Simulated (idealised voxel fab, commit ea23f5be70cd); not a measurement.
process module | voxel fin reveal
cross-section cut | 185 nm wide | cells 5 nm
A cross-section is a grid of square cells, given in bands from the top down. A band is one or more rows of cells.
Each band's line starts with the height of the band's top and of its bottom, in nm. Then come its materials from left to right, each with its width in nm. One material with "throughout" fills the band from edge to edge. "air" is empty space.
Height 0 is the level under which the wafer as received is all one material. The lowest band goes on downwards, as in "0 down".
A width such as "30 to 40" changes by the same amount from each row of cells to the next, from the band's top row to its bottom row.
"no change" after a step means that no cell of the cross-section changed.
closed voids: empty space of 8 cells or more with no open way to the top, each as width x height at its distance from the left edge, in nm
after a step's settings: what the simulator itself notes on the step
overlay nm, on a step with a mask: how far to the right of its planned place the mask lay; to the left if negative
plan
1 op RECEIVE | material Si
2 op CONFORMAL_DEP | material SiN | thk nm 10
3 op MASKED_ETCH | tone cover | mask id FINS | width nm 15 | pitch nm 35 | etch materials SiN | depth nm 5 | overlay nm 0
4 op MASKED_ETCH | tone cover | mask id FINS | width nm 15 | pitch nm 35 | etch materials Si | depth nm 40 | overlay nm 0
5 op FILL_DEP | material SiO2 | thk nm 5
6 op CMP | height nm 10
7 op SELECTIVE_ETCH | etch materials SiO2 | depth nm 30
8 op STRIP | etch materials SiN
9 op CONFORMAL_DEP | material HfO2 | thk nm 5
varied across the wafers: depth nm of step 3. The plan shows the first wafer's value. All wafers start alike
first wafer as received, after step 1
  0 down: Si throughout
  closed voids: none
each wafer at the end: cells of each material gained (+) or lost (-) since it was received, then its closed voids
depth nm 5 | +37 HfO2 | closed voids: none
depth nm 10 | +53 HfO2 | -248 Si | +124 SiO2 | closed voids: none
depth nm 15 | +53 HfO2 | -248 Si | +124 SiO2 | closed voids: none
depth nm 20 | +53 HfO2 | -248 Si | +124 SiO2 | closed voids: none
depth nm 25 | +53 HfO2 | -248 Si | +124 SiO2 | closed voids: none
